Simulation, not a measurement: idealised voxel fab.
Name of the process module below: voxel capacitor over wiring
The figure presents cross-section cut, which has a width of 270 nm and is divided into square cells with an edge length of 5 nm.
How to read a cross-section here: the picture is a grid of square cells, written as bands going from the top down, and any band can span one or more rows of cells.
Within each band entry, the heights of the top and of the bottom of the band appear first, in that order and in nm; the materials of the band then follow from left to right, each with its corresponding width in nm. The designation "all across" on a single material indicates that it fills the band from edge to edge; the designation "empty" indicates empty space.
The reference from which all heights are counted is 0, the level beneath which the as-received wafer is entirely one material; the lowest band, having no lower bound, proceeds downward and is written after the example "from 0 down".
A two-number width, for instance "30->40", indicates that the width is equal to the first number in the top row of the band and to the second number in the bottom row, and that it changes by a constant amount per row of cells.
A step reported as "changes: none" is a step in which no cell of the cross-section changed.
The entry titled "Sealed voids" provides the empty spaces that have no open way to the top, restricted to those of 8 cells or more. Each is presented as width x height at distance, the distance being measured from the left edge, with all three in nm.
On a step's line, text after the settings is the simulator commenting on that step.
Each step line may optionally specify "overlay nm", which for a step with a mask gives the rightward distance between the mask's planned place and where it lay, a negative value indicating the leftward direction.

Listed below are the process steps as planned
step 1: op RECEIVE | material Si
step 2: op CONFORMAL_DEP | material SiO2 | thk nm 10
step 3: op CONFORMAL_DEP | material SiN | thk nm 5
step 4: op DIRECTIONAL_DEP | material SiO2 | thk nm 15
step 5: op PATTERN | tone open | mask id METAL_1 | material resist | width nm 20 | pitch nm 80 | thk nm 15 | overlay nm 0
step 6: op DIRECTIONAL_ETCH | etch materials SiO2 | depth nm 15
step 7: op DIRECTIONAL_ETCH | etch materials SiN | depth nm 5
step 8: op STRIP | etch materials resist
step 9: op CONFORMAL_DEP | material TiN | thk nm 5
step 10: op FILL_DEP | material Cu | thk nm 5
step 11: op CMP | height nm 30
step 12: op CONFORMAL_DEP | material SiCN | thk nm 5
step 13: op DIRECTIONAL_DEP | material SiO2 | thk nm 10
step 14: op DIRECTIONAL_DEP | material aC | thk nm 10
step 15: op PATTERN | tone open | mask id PLUG_1 | material resist | width nm 15 | thk nm 30 | overlay nm 0
step 16: op DIRECTIONAL_ETCH | etch materials aC | depth nm 10
step 17: op STRIP | etch materials resist
step 18: op DIRECTIONAL_ETCH | etch materials SiO2 | depth nm 10
step 19: op DIRECTIONAL_ETCH | etch materials SiCN | depth nm 5
step 20: op STRIP | etch materials aC
step 21: op EPI | material Ru | thk nm 10
step 22: op EPI | material Ru | thk nm 5
step 23: op DIRECTIONAL_DEP | material TiN | thk nm 5
step 24: op DIRECTIONAL_DEP | material SiN | thk nm 5
step 25: op DIRECTIONAL_DEP | material TiN | thk nm 10
step 26: op MASKED_ETCH | tone cover | mask id UPPER_PLATE | width nm 65 | etch materials TiN | depth nm 10 | overlay nm 0
step 27: op MASKED_ETCH | tone cover | mask id UPPER_PLATE | width nm 65 | etch materials SiN | depth nm 5 | overlay nm 0
step 28: op MASKED_ETCH | tone cover | mask id LOWER_PLATE | width nm 75 | etch materials TiN | depth nm 5 | overlay nm 0
step 29: op FILL_DEP | material SiO2 | thk nm 20
step 30: op CMP | height nm 80
step 31: op PATTERN | tone open | mask id PLUG_2 | material resist | width nm 15 | thk nm 20 | overlay nm 0
step 32: op DIRECTIONAL_ETCH | etch materials SiO2 | depth nm 15
step 33: op STRIP | etch materials resist
step 34: op CONFORMAL_DEP | material TiN | thk nm 5
step 35: op FILL_DEP | material W | thk nm 10
step 36: op CMP | height nm 80
step 37: op CONFORMAL_DEP | material SiCN | thk nm 5

First of the two wafers, run per plan

Here's what the wafer looked like in cross-section when it arrived - that's after step 1
from 0 down = Si all across
Sealed voids: none

The wafer, seen in cross-section, after step 2
from 10 to 0 = SiO2 all across
Below a height of 0, the structure has not been altered.

The wafer, seen in cross-section, after step 3
from 15 to 10 = SiN all across
Below a height of 10, the structure has not been altered.

The wafer, seen in cross-section, after step 4
from 30 to 15 = SiO2 all across
Below a height of 15, the structure has not been altered.

The wafer, seen in cross-section, after step 5
from 45 to 30 = 85 nm resist, 20 nm empty, 60 nm resist, 20 nm empty, 85 nm resist
Below a height of 30, the structure has not been altered.

The wafer, seen in cross-section, after step 6
from 45 to 30 = 85 nm resist, 20 nm empty, 60 nm resist, 20 nm empty, 85 nm resist
from 30 to 15 = 85 nm SiO2, 20 nm empty, 60 nm SiO2, 20 nm empty, 85 nm SiO2
Below a height of 15, the structure has not been altered.

The wafer, seen in cross-section, after step 7
from 45 to 30 = 85 nm resist, 20 nm empty, 60 nm resist, 20 nm empty, 85 nm resist
from 30 to 15 = 85 nm SiO2, 20 nm empty, 60 nm SiO2, 20 nm empty, 85 nm SiO2
from 15 to 10 = 85 nm SiN, 20 nm empty, 60 nm SiN, 20 nm empty, 85 nm SiN
Below a height of 10, the structure has not been altered.

The wafer, seen in cross-section, after step 8
from 30 to 15 = 85 nm SiO2, 20 nm empty, 60 nm SiO2, 20 nm empty, 85 nm SiO2
Below a height of 15, the structure has not been altered.

The wafer, seen in cross-section, after step 9
from 35 to 30 = 90 nm TiN, 10 nm empty, 70 nm TiN, 10 nm empty, 90 nm TiN
from 30 to 15 = 85 nm SiO2, 5 nm TiN, 10 nm empty, 5 nm TiN, 60 nm SiO2, 5 nm TiN, 10 nm empty, 5 nm TiN, 85 nm SiO2
from 15 to 10 = 85 nm SiN, 20 nm TiN, 60 nm SiN, 20 nm TiN, 85 nm SiN
Below a height of 10, the structure has not been altered.

The wafer, seen in cross-section, after step 10
from 40 to 35 = Cu all across
from 35 to 30 = 90 nm TiN, 10 nm Cu, 70 nm TiN, 10 nm Cu, 90 nm TiN
from 30 to 15 = 85 nm SiO2, 5 nm TiN, 10 nm Cu, 5 nm TiN, 60 nm SiO2, 5 nm TiN, 10 nm Cu, 5 nm TiN, 85 nm SiO2
Below a height of 15, the structure has not been altered.

The wafer, seen in cross-section, after step 11
from 30 to 15 = 85 nm SiO2, 5 nm TiN, 10 nm Cu, 5 nm TiN, 60 nm SiO2, 5 nm TiN, 10 nm Cu, 5 nm TiN, 85 nm SiO2
Below a height of 15, the structure has not been altered.

The wafer, seen in cross-section, after step 12
from 35 to 30 = SiCN all across
Below a height of 30, the structure has not been altered.

The wafer, seen in cross-section, after step 13
from 45 to 35 = SiO2 all across
Below a height of 35, the structure has not been altered.

The wafer, seen in cross-section, after step 14
from 55 to 45 = aC all across
Below a height of 45, the structure has not been altered.

The wafer, seen in cross-section, after step 15
from 85 to 55 = 90 nm resist, 15 nm empty, 165 nm resist
Below a height of 55, the structure has not been altered.

The wafer, seen in cross-section, after step 16
from 75 to 55 = 90 nm resist, 15 nm empty, 165 nm resist
from 55 to 45 = 90 nm aC, 15 nm empty, 165 nm aC
Below a height of 45, the structure has not been altered.

The wafer, seen in cross-section, after step 17
from 55 to 45 = 90 nm aC, 15 nm empty, 165 nm aC
Below a height of 45, the structure has not been altered.

The wafer, seen in cross-section, after step 18
from 55 to 45 = 90 nm aC, 15 nm empty, 165 nm aC
from 45 to 35 = 90 nm SiO2, 15 nm empty, 165 nm SiO2
Below a height of 35, the structure has not been altered.

The wafer, seen in cross-section, after step 19
from 55 to 45 = 90 nm aC, 15 nm empty, 165 nm aC
from 45 to 35 = 90 nm SiO2, 15 nm empty, 165 nm SiO2
from 35 to 30 = 90 nm SiCN, 15 nm empty, 165 nm SiCN
Below a height of 30, the structure has not been altered.

The wafer, seen in cross-section, after step 20
from 45 to 35 = 90 nm SiO2, 15 nm empty, 165 nm SiO2
Below a height of 35, the structure has not been altered.

The wafer, seen in cross-section, after step 21
from 45 to 40 = 90 nm SiO2, 15 nm empty, 165 nm SiO2
from 40 to 35 = 90 nm SiO2, 15 nm Ru, 165 nm SiO2
from 35 to 30 = 90 nm SiCN, 15 nm Ru, 165 nm SiCN
Below a height of 30, the structure has not been altered.

The wafer, seen in cross-section, after step 22
from 45 to 35 = 90 nm SiO2, 15 nm Ru, 165 nm SiO2
Below a height of 35, the structure has not been altered.

The wafer, seen in cross-section, after step 23
from 50 to 45 = TiN all across
Below a height of 45, the structure has not been altered.

The wafer, seen in cross-section, after step 24
from 55 to 50 = SiN all across
Below a height of 50, the structure has not been altered.

The wafer, seen in cross-section, after step 25
from 65 to 55 = TiN all across
Below a height of 55, the structure has not been altered.

The wafer, seen in cross-section, after step 26
from 65 to 55 = 90 nm empty, 65 nm TiN, 115 nm empty
Below a height of 55, the structure has not been altered.

The wafer, seen in cross-section, after step 27
from 65 to 55 = 90 nm empty, 65 nm TiN, 115 nm empty
from 55 to 50 = 90 nm empty, 65 nm SiN, 115 nm empty
Below a height of 50, the structure has not been altered.

The wafer, seen in cross-section, after step 28
from 65 to 55 = 90 nm empty, 65 nm TiN, 115 nm empty
from 55 to 50 = 90 nm empty, 65 nm SiN, 115 nm empty
from 50 to 45 = 85 nm empty, 75 nm TiN, 110 nm empty
Below a height of 45, the structure has not been altered.

The wafer, seen in cross-section, after step 29
from 85 to 65 = SiO2 all across
from 65 to 55 = 90 nm SiO2, 65 nm TiN, 115 nm SiO2
from 55 to 50 = 90 nm SiO2, 65 nm SiN, 115 nm SiO2
from 50 to 45 = 85 nm SiO2, 75 nm TiN, 110 nm SiO2
Below a height of 45, the structure has not been altered.

The wafer, seen in cross-section, after step 30
from 80 to 65 = SiO2 all across
Below a height of 65, the structure has not been altered.

The wafer, seen in cross-section, after step 31
from 100 to 80 = 100 nm resist, 15 nm empty, 155 nm resist
Below a height of 80, the structure has not been altered.

The wafer, seen in cross-section, after step 32
from 100 to 80 = 100 nm resist, 15 nm empty, 155 nm resist
from 80 to 65 = 100 nm SiO2, 15 nm empty, 155 nm SiO2
Below a height of 65, the structure has not been altered.

The wafer, seen in cross-section, after step 33
from 80 to 65 = 100 nm SiO2, 15 nm empty, 155 nm SiO2
Below a height of 65, the structure has not been altered.

The wafer, seen in cross-section, after step 34
from 85 to 80 = 105 nm TiN, 5 nm empty, 160 nm TiN
from 80 to 70 = 100 nm SiO2, 5 nm TiN, 5 nm empty, 5 nm TiN, 155 nm SiO2
from 70 to 65 = 100 nm SiO2, 15 nm TiN, 155 nm SiO2
Below a height of 65, the structure has not been altered.

The wafer, seen in cross-section, after step 35
from 95 to 85 = W all across
from 85 to 80 = 105 nm TiN, 5 nm W, 160 nm TiN
from 80 to 70 = 100 nm SiO2, 5 nm TiN, 5 nm W, 5 nm TiN, 155 nm SiO2
Below a height of 70, the structure has not been altered.

The wafer, seen in cross-section, after step 36
from 80 to 70 = 100 nm SiO2, 5 nm TiN, 5 nm W, 5 nm TiN, 155 nm SiO2
Below a height of 70, the structure has not been altered.

The wafer, seen in cross-section, after step 37
from 85 to 80 = SiCN all across
Below a height of 80, the structure has not been altered.

Second wafer: same start and same plan as the first, one execution error; identical to the first through step 14

Cross-section of the second wafer corresponding to the planned conclusion of step 15
from 85 to 55 = 90 nm empty, 15 nm resist, 165 nm empty
Below a height of 55, the structure has not been altered.

Cross-section of the second wafer corresponding to the planned conclusion of step 16
from 75 to 55 = 90 nm empty, 15 nm resist, 165 nm empty
from 55 to 45 = 90 nm empty, 15 nm aC, 165 nm empty
Below a height of 45, the structure has not been altered.

Cross-section of the second wafer corresponding to the planned conclusion of step 17
from 55 to 45 = 90 nm empty, 15 nm aC, 165 nm empty
Below a height of 45, the structure has not been altered.

Cross-section of the second wafer corresponding to the planned conclusion of step 18
from 55 to 45 = 90 nm empty, 15 nm aC, 165 nm empty
from 45 to 35 = 90 nm empty, 15 nm SiO2, 165 nm empty
Below a height of 35, the structure has not been altered.

Cross-section of the second wafer corresponding to the planned conclusion of step 19
from 55 to 45 = 90 nm empty, 15 nm aC, 165 nm empty
from 45 to 35 = 90 nm empty, 15 nm SiO2, 165 nm empty
from 35 to 30 = 90 nm empty, 15 nm SiCN, 165 nm empty
Below a height of 30, the structure has not been altered.

Cross-section of the second wafer corresponding to the planned conclusion of step 20
from 45 to 35 = 90 nm empty, 15 nm SiO2, 165 nm empty
Below a height of 35, the structure has not been altered.

Cross-section of the second wafer corresponding to the planned conclusion of step 21
from 45 to 40 = 90 nm empty, 15 nm SiO2, 165 nm empty
from 40 to 35 = 75 nm empty, 15 nm Ru, 15 nm SiO2, 50 nm empty, 40 nm Ru, 75 nm empty
from 35 to 30 = 75 nm empty, 15 nm Ru, 15 nm SiCN, 50 nm empty, 40 nm Ru, 75 nm empty
Below a height of 30, the structure has not been altered.

Cross-section of the second wafer corresponding to the planned conclusion of step 22
from 45 to 35 = 70 nm empty, 20 nm Ru, 15 nm SiO2, 45 nm empty, 50 nm Ru, 70 nm empty
from 35 to 30 = 70 nm empty, 20 nm Ru, 15 nm SiCN, 45 nm empty, 50 nm Ru, 70 nm empty
Below a height of 30, the structure has not been altered.

Cross-section of the second wafer corresponding to the planned conclusion of step 23
from 50 to 45 = 70 nm empty, 35 nm TiN, 45 nm empty, 50 nm TiN, 70 nm empty
from 45 to 35 = 70 nm empty, 20 nm Ru, 15 nm SiO2, 45 nm empty, 50 nm Ru, 70 nm empty
from 35 to 30 = 70 nm TiN, 20 nm Ru, 15 nm SiCN, 45 nm TiN, 50 nm Ru, 70 nm TiN
Below a height of 30, the structure has not been altered.

Cross-section of the second wafer corresponding to the planned conclusion of step 24
from 55 to 50 = 70 nm empty, 35 nm SiN, 45 nm empty, 50 nm SiN, 70 nm empty
from 50 to 45 = 70 nm empty, 35 nm TiN, 45 nm empty, 50 nm TiN, 70 nm empty
from 45 to 40 = 70 nm empty, 20 nm Ru, 15 nm SiO2, 45 nm empty, 50 nm Ru, 70 nm empty
from 40 to 35 = 70 nm SiN, 20 nm Ru, 15 nm SiO2, 45 nm SiN, 50 nm Ru, 70 nm SiN
Below a height of 35, the structure has not been altered.

Cross-section of the second wafer corresponding to the planned conclusion of step 25
from 65 to 55 = 70 nm empty, 35 nm TiN, 45 nm empty, 50 nm TiN, 70 nm empty
from 55 to 50 = 70 nm empty, 35 nm SiN, 45 nm empty, 50 nm SiN, 70 nm empty
from 50 to 45 = TiN all across
from 45 to 40 = 70 nm TiN, 20 nm Ru, 15 nm SiO2, 45 nm TiN, 50 nm Ru, 70 nm TiN
Below a height of 40, the structure has not been altered.

Cross-section of the second wafer corresponding to the planned conclusion of step 26
from 65 to 55 = 90 nm empty, 15 nm TiN, 45 nm empty, 5 nm TiN, 115 nm empty
from 55 to 50 = 70 nm empty, 35 nm SiN, 45 nm empty, 50 nm SiN, 70 nm empty
from 50 to 45 = 70 nm empty, 130 nm TiN, 70 nm empty
from 45 to 40 = 70 nm empty, 20 nm Ru, 15 nm SiO2, 45 nm TiN, 50 nm Ru, 70 nm empty
Below a height of 40, the structure has not been altered.

Cross-section of the second wafer corresponding to the planned conclusion of step 27
from 65 to 55 = 90 nm empty, 15 nm TiN, 45 nm empty, 5 nm TiN, 115 nm empty
from 55 to 50 = 90 nm empty, 15 nm SiN, 45 nm empty, 5 nm SiN, 115 nm empty
from 50 to 45 = 70 nm empty, 130 nm TiN, 70 nm empty
from 45 to 40 = 70 nm empty, 20 nm Ru, 15 nm SiO2, 45 nm TiN, 50 nm Ru, 70 nm empty
from 40 to 35 = 70 nm empty, 20 nm Ru, 15 nm SiO2, 45 nm SiN, 50 nm Ru, 70 nm empty
Below a height of 35, the structure has not been altered.

Cross-section of the second wafer corresponding to the planned conclusion of step 28
from 65 to 55 = 90 nm empty, 15 nm TiN, 45 nm empty, 5 nm TiN, 115 nm empty
from 55 to 50 = 90 nm empty, 15 nm SiN, 45 nm empty, 5 nm SiN, 115 nm empty
from 50 to 45 = 85 nm empty, 75 nm TiN, 110 nm empty
from 45 to 40 = 70 nm empty, 20 nm Ru, 15 nm SiO2, 45 nm TiN, 50 nm Ru, 70 nm empty
from 40 to 35 = 70 nm empty, 20 nm Ru, 15 nm SiO2, 45 nm SiN, 50 nm Ru, 70 nm empty
from 35 to 30 = 70 nm empty, 20 nm Ru, 15 nm SiCN, 45 nm TiN, 50 nm Ru, 70 nm empty
Below a height of 30, the structure has not been altered.

Cross-section of the second wafer corresponding to the planned conclusion of step 29
from 85 to 65 = SiO2 all across
from 65 to 55 = 90 nm SiO2, 15 nm TiN, 45 nm SiO2, 5 nm TiN, 115 nm SiO2
from 55 to 50 = 90 nm SiO2, 15 nm SiN, 45 nm SiO2, 5 nm SiN, 115 nm SiO2
from 50 to 45 = 85 nm SiO2, 75 nm TiN, 110 nm SiO2
from 45 to 40 = 70 nm SiO2, 20 nm Ru, 15 nm SiO2, 45 nm TiN, 50 nm Ru, 70 nm SiO2
from 40 to 35 = 70 nm SiO2, 20 nm Ru, 15 nm SiO2, 45 nm SiN, 50 nm Ru, 70 nm SiO2
from 35 to 30 = 70 nm SiO2, 20 nm Ru, 15 nm SiCN, 45 nm TiN, 50 nm Ru, 70 nm SiO2
Below a height of 30, the structure has not been altered.

Cross-section of the second wafer corresponding to the planned conclusion of step 30
from 80 to 65 = SiO2 all across
Below a height of 65, the structure has not been altered.

Cross-section of the second wafer corresponding to the planned conclusion of step 31
from 100 to 80 = 100 nm resist, 15 nm empty, 155 nm resist
Below a height of 80, the structure has not been altered.

Cross-section of the second wafer corresponding to the planned conclusion of step 32
from 100 to 80 = 100 nm resist, 15 nm empty, 155 nm resist
from 80 to 65 = 100 nm SiO2, 15 nm empty, 155 nm SiO2
Below a height of 65, the structure has not been altered.

Cross-section of the second wafer corresponding to the planned conclusion of step 33
from 80 to 65 = 100 nm SiO2, 15 nm empty, 155 nm SiO2
Below a height of 65, the structure has not been altered.

Cross-section of the second wafer corresponding to the planned conclusion of step 34
from 85 to 80 = 105 nm TiN, 5 nm empty, 160 nm TiN
from 80 to 70 = 100 nm SiO2, 5 nm TiN, 5 nm empty, 5 nm TiN, 155 nm SiO2
from 70 to 65 = 100 nm SiO2, 15 nm TiN, 155 nm SiO2
Below a height of 65, the structure has not been altered.

Cross-section of the second wafer corresponding to the planned conclusion of step 35
from 95 to 85 = W all across
from 85 to 80 = 105 nm TiN, 5 nm W, 160 nm TiN
from 80 to 70 = 100 nm SiO2, 5 nm TiN, 5 nm W, 5 nm TiN, 155 nm SiO2
Below a height of 70, the structure has not been altered.

Cross-section of the second wafer corresponding to the planned conclusion of step 36
from 80 to 70 = 100 nm SiO2, 5 nm TiN, 5 nm W, 5 nm TiN, 155 nm SiO2
Below a height of 70, the structure has not been altered.

Cross-section of the second wafer corresponding to the planned conclusion of step 37
from 85 to 80 = SiCN all across
Below a height of 80, the structure has not been altered.
Deviation from plan: step 15 ran differently from the plan; actual operation with settings: op PATTERN | tone cover | mask id PLUG_1 | material resist | width nm 15 | thk nm 30 | overlay nm 0
Final tally in cells, some materials are higher or lower on the second wafer than on the first: 33 more of Ru; 48 fewer of SiCN; 15 more of SiO2
